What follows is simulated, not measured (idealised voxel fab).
The process module that follows is named voxel capacitor over wiring.
This is section cut - it's 265 nm across, gridded in 5 nm square cells.
A cross-section is written here as square cells arranged in a grid, and it is given in bands from the top down, each band taking up one or more rows of cells. First you get the band's top height and its bottom height, in nm, and then the materials it's made of, left to right, with each width in nm. If you see a single material with "full width", that one covers the band edge to edge. "air" is empty space. Heads up on the height convention: 0 is the point under which the incoming wafer is all one material, and the lowest band has no bottom, it just keeps going down, like "0 -> down". Width spec "30 to 40" -> top row of cells at first value, bottom row at second value, equal per-row change in between. "nothing different" means the step left every cell of the cross-section as it was. Each empty space that has no open way to the top and spans at least 8 cells appears under "Non-vented voids" as width x height at distance, the distance counted from the left edge, all in nm. On each step's line, the part that comes after the settings is the simulator's own comment on the step. overlay nm: right-of-plan distance of the mask on a masked step; negative values mean left-of-plan.
# List of planned process steps
| 1 | RECEIVE, material Si |
| 2 | CONFORMAL_DEP, material SiO2, thk nm 10 |
| 3 | DIRECTIONAL_DEP, material TiN, thk nm 5 |
| 4 | DIRECTIONAL_DEP, material Ru, thk nm 15 |
| 5 | MASKED_ETCH, tone cover, mask id METAL_1, width nm 20, pitch nm 70, etch materials Ru, depth nm 15, overlay nm 0 |
| 6 | MASKED_ETCH, tone cover, mask id METAL_1, width nm 20, pitch nm 70, etch materials TiN, depth nm 5, overlay nm 0 |
| 7 | CONFORMAL_DEP, material SiCN, thk nm 5 |
| 8 | FILL_DEP, material lowk, thk nm 10 |
| 9 | CMP, height nm 30 |
| 10 | CONFORMAL_DEP, material SiCN, thk nm 5 |
| 11 | DIRECTIONAL_DEP, material lowk, thk nm 20 |
| 12 | PATTERN, tone open, mask id PLUG_1, material resist, width nm 15, thk nm 15, overlay nm 0 |
| 13 | DIRECTIONAL_ETCH, etch materials lowk, depth nm 20 |
| 14 | DIRECTIONAL_ETCH, etch materials SiCN, depth nm 5 |
| 15 | STRIP, etch materials resist |
| 16 | CONFORMAL_DEP, material TiN, thk nm 5 |
| 17 | FILL_DEP, material Cu, thk nm 10 |
| 18 | CMP, height nm 55 |
| 19 | DIRECTIONAL_DEP, material TiN, thk nm 5 |
| 20 | DIRECTIONAL_DEP, material HfO2, thk nm 5 |
| 21 | DIRECTIONAL_DEP, material TiN, thk nm 5 |
| 22 | PATTERN, tone cover, mask id UPPER_PLATE, material resist, width nm 55, thk nm 20, overlay nm 0 |
| 23 | DIRECTIONAL_ETCH, etch materials TiN, depth nm 5 |
| 24 | DIRECTIONAL_ETCH, etch materials HfO2, depth nm 5 |
| 25 | STRIP, etch materials resist |
| 26 | MASKED_ETCH, tone cover, mask id LOWER_PLATE, width nm 65, etch materials TiN, depth nm 5, overlay nm 0 |
| 27 | FILL_DEP, material SiO2, thk nm 15 |
| 28 | CMP, height nm 80 |
| 29 | PATTERN, tone open, mask id PLUG_2, material resist, width nm 15, thk nm 20, overlay nm 0 |
| 30 | DIRECTIONAL_ETCH, etch materials SiO2, depth nm 10 |
| 31 | STRIP, etch materials resist |
| 32 | CONFORMAL_DEP, material TiN, thk nm 5 |
| 33 | FILL_DEP, material Cu, thk nm 10 |
| 34 | CMP, height nm 80 |
| 35 | CONFORMAL_DEP, material SiN, thk nm 5 |
# Delivered wafer in cross-section: state after step 1
- 0 -> down = Si full width
- Non-vented voids: none
# End-of-module XS, first of two wafers, run as planned
- 85 -> 80 = SiN full width
- 80 -> 75 = 100 of SiO2, then 5 of TiN, then 5 of Cu, then 5 of TiN, then 150 of SiO2
- 75 -> 65 = 100 to 90 of SiO2, then 15 to 55 of TiN, then 150 to 120 of SiO2
- 65 -> 60 = 90 of SiO2, then 55 of HfO2, then 120 of SiO2
- 60 -> 55 = 85 of SiO2, then 65 of TiN, then 115 of SiO2
- 55 -> 35 = 90 of lowk, then 5 of TiN, then 5 of Cu, then 5 of TiN, then 160 of lowk
- 35 -> 30 = 90 of SiCN, then 15 of TiN, then 160 of SiCN
- 30 -> 15 = 80 of lowk, then 5 of SiCN, then 20 of Ru, then 5 of SiCN, then 40 of lowk, then 5 of SiCN, then 20 of Ru, then 5 of SiCN, then 85 of lowk
- 15 -> 10 = 85 of SiCN, then 20 of TiN, then 50 of SiCN, then 20 of TiN, then 90 of SiCN
- 10 -> 0 = SiO2 full width
- 0 -> down = Si full width
- Non-vented voids: none
# Module end: cross-section of wafer two of two. Same start and process plan as the first wafer. One mistake during execution
- 85 -> 80 = SiN full width
- 80 -> 75 = 100 of SiO2, then 5 of TiN, then 5 of Cu, then 5 of TiN, then 150 of SiO2
- 75 -> 65 = 100 to 90 of SiO2, then 15 to 55 of TiN, then 150 to 120 of SiO2
- 65 -> 60 = 90 of SiO2, then 55 of HfO2, then 120 of SiO2
- 60 -> 55 = 85 of SiO2, then 65 of TiN, then 115 of SiO2
- 55 -> 35 = 90 of lowk, then 5 of TiN, then 5 of Cu, then 5 of TiN, then 160 of lowk
- 35 -> 30 = 90 of SiCN, then 15 of TiN, then 160 of SiCN
- 30 -> 20 = 85 of lowk, then 5 of SiCN, then 20 of Ru, then 5 of SiCN, then 40 of lowk, then 5 of SiCN, then 20 of Ru, then 5 of SiCN, then 80 of lowk
- 20 -> 15 = 80 of lowk, then 10 of SiCN, then 20 of Ru, then 5 of SiCN, then 35 of lowk, then 10 of SiCN, then 20 of Ru, then 5 of SiCN, then 80 of lowk
- 15 -> 10 = 85 of SiCN, then 25 of TiN, then 45 of SiCN, then 25 of TiN, then 85 of SiCN
- 10 -> 0 = SiO2 full width
- 0 -> down = Si full width
- Non-vented voids: none
The plan and the run diverged here: so step 5 ended up running with a different setting than we planned, it ran as MASKED_ETCH, tone cover, mask id METAL_1, width nm 20, pitch nm 70, etch materials Ru, depth nm 15, overlay nm 5
at the end the second wafer has, in cells: +2 TiN; -2 lowk
